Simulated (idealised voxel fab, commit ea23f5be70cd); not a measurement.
Presented below is a process module, voxel gate over fins.
Cross-sectional view cut (width: 255 nm; square cell size: 5 nm).
Cross-sections here: square-cell grids, written as top-down lists of bands, a band being one or more rows of cells. Top, bottom (nm), then materials left to right with widths (nm); lone material tagged "throughout" fills the whole band edge to edge; "blank" = empty space. Height reference: 0 = level under which incoming wafer is all one material. Lowest band: no bottom, runs on downward, e.g. "z 0 and below". Think of "30 to 40" as a width that walks from the first number to the second as you go down the band, top row to bottom row, taking equal-sized steps from row to row. It should be understood that the words "nothing was modified", when stated for a given step, signify that the cross-section underwent no change in any of its cells during that step. Closed empty spaces (no open way to the top) of 8 cells or more are what "Closed cavity list" lists, each as width x height at distance from the left edge, nm for all three. Post-settings text on a step line: simulator's own remark regarding the step. overlay nm: for a step with a mask, the amount by which the mask lay right of where it was planned; a negative amount means left of it.
PLANNED STEP LIST FOR THE PROCESS
step 1: op RECEIVE | material Si
step 2: op CONFORMAL_DEP | material SiN | thk nm 10
step 3: op MASKED_ETCH | tone cover | mask id FINS | width nm 15 | pitch nm 50 | etch materials SiN | depth nm 10 | overlay nm 0
step 4: op MASKED_ETCH | tone cover | mask id FINS | width nm 15 | pitch nm 50 | etch materials Si | depth nm 35 | overlay nm 0
step 5: op OXIDIZE | depth nm 5
step 6: op FILL_DEP | material SiO2 | thk nm 15
step 7: op CMP | height nm 10
step 8: op DIRECTIONAL_DEP | material aC | thk nm 10
step 9: op PATTERN | tone open | mask id RAIL | material resist | width nm 15 | thk nm 30 | overlay nm 0
step 10: op DIRECTIONAL_ETCH | etch materials aC | depth nm 10
step 11: op STRIP | etch materials resist
step 12: op DIRECTIONAL_ETCH | etch materials SiO2 | depth nm 40
step 13: op STRIP | etch materials aC
step 14: op CONFORMAL_DEP | material TiN | thk nm 5
step 15: op FILL_DEP | material W | thk nm 10
step 16: op CMP | height nm 10
step 17: op SELECTIVE_ETCH | etch materials W Ru TiN | depth nm 30
step 18: op FILL_DEP | material SiO2 | thk nm 5
step 19: op CMP | height nm 10
step 20: op SELECTIVE_ETCH | etch materials SiO2 | depth nm 20
step 21: op STRIP | etch materials SiN
step 22: op CONFORMAL_DEP | material HfO2 | thk nm 5
step 23: op CONFORMAL_DEP | material TiN | thk nm 5
step 24: op CONFORMAL_DEP | material TiAl | thk nm 5
step 25: op CONFORMAL_DEP | material TiN | thk nm 5
step 26: op FILL_DEP | material W | thk nm 15
step 27: op CMP | height nm 30
step 28: op CONFORMAL_DEP | material SiN | thk nm 5
WAFER AT RECEIPT (POST STEP 1), CROSS-SECTION
- z 0 and below  Si throughout
- Closed cavity list: none
THE FIRST OF THE TWO WAFERS AS SEEN IN CROSS-SECTION ONCE THE MODULE WAS FINISHED; PROCESSING FOLLOWED THE PLAN
- z 35 to 30  SiN throughout
- z 30 to 20  W throughout
- z 20 to 15  80 W | 45 TiN | 5 W | 45 TiN | 80 W
- z 15 to 10  80 W | 5 TiN | 35 TiAl | 5 TiN | 5 W | 5 TiN | 35 TiAl | 5 TiN | 80 W
- z 10 to 5  85 TiN | 5 TiAl | 25 TiN | 5 TiAl | 15 TiN | 5 TiAl | 25 TiN | 5 TiAl | 85 TiN
- z 5 to 0  90 TiAl | 5 TiN | 15 HfO2 | 5 TiN | 25 TiAl | 5 TiN | 15 HfO2 | 5 TiN | 90 TiAl
- z 0 to -5  95 TiN | 5 HfO2 | 5 Si | 5 HfO2 | 35 TiN | 5 HfO2 | 5 Si | 5 HfO2 | 95 TiN
- z -5 to -10  100 HfO2 | 5 Si | 45 HfO2 | 5 Si | 100 HfO2
- z -10 to -20  100 SiO2 | 5 Si | 45 SiO2 | 5 Si | 100 SiO2
- z -20 to -25  100 SiO2 | 5 Si | 15 SiO2 | 5 TiN | 5 W | 5 TiN | 15 SiO2 | 5 Si | 100 SiO2
- z -25 to -30  100 SiO2 | 5 Si | 15 SiO2 | 15 TiN | 15 SiO2 | 5 Si | 100 SiO2
- z -30 to -40  100 SiO2 | 5 Si | 45 SiO2 | 5 Si | 100 SiO2
- z -40 and below  Si throughout
- Closed cavity list: none
SECOND OF TWO WAFERS, MODULE COMPLETE, SECTIONED: IT SHARES THE FIRST WAFER'S START AND PLAN BUT WAS RUN WITH ONE MISTAKE
- z 35 to 30  SiN throughout
- z 30 to 20  W throughout
- z 20 to 15  70 W | 45 TiN | 5 W | 45 TiN | 90 W
- z 15 to 10  70 W | 5 TiN | 35 TiAl | 15 TiN | 35 TiAl | 15 TiN | 80 W
- z 10 to 5  75 TiN | 5 TiAl | 25 TiN | 15 TiAl | 5 TiN | 5 TiAl | 25 TiN | 15 TiAl | 85 TiN
- z 5 to 0  80 TiAl | 5 TiN | 15 HfO2 | 15 TiN | 15 TiAl | 5 TiN | 15 HfO2 | 15 TiN | 90 TiAl
- z 0 to -5  85 TiN | 5 HfO2 | 5 Si | 15 HfO2 | 25 TiN | 5 HfO2 | 5 Si | 15 HfO2 | 95 TiN
- z -5 to -10  90 HfO2 | 15 Si | 35 HfO2 | 15 Si | 100 HfO2
- z -10 to -20  90 SiO2 | 15 Si | 35 SiO2 | 15 Si | 100 SiO2
- z -20 to -25  90 SiO2 | 15 Si | 15 SiO2 | 5 TiN | 5 W | 5 TiN | 5 SiO2 | 15 Si | 100 SiO2
- z -25 to -30  90 SiO2 | 15 Si | 15 SiO2 | 15 TiN | 5 SiO2 | 15 Si | 100 SiO2
- z -30 to -40  90 SiO2 | 15 Si | 35 SiO2 | 15 Si | 100 SiO2
- z -40 and below  Si throughout
- Closed cavity list: none
What broke from the plan during processing? the process deviated at step 3: the operation and settings actually run there were op MASKED_ETCH | tone cover | mask id FINS | width nm 15 | pitch nm 50 | etch materials SiN | depth nm 10 | overlay nm -10
In the final state, the cell counts of the second wafer exceed or fall short of those of the first for the following materials: +28 Si; -24 SiO2; -1 TiN; -3 W
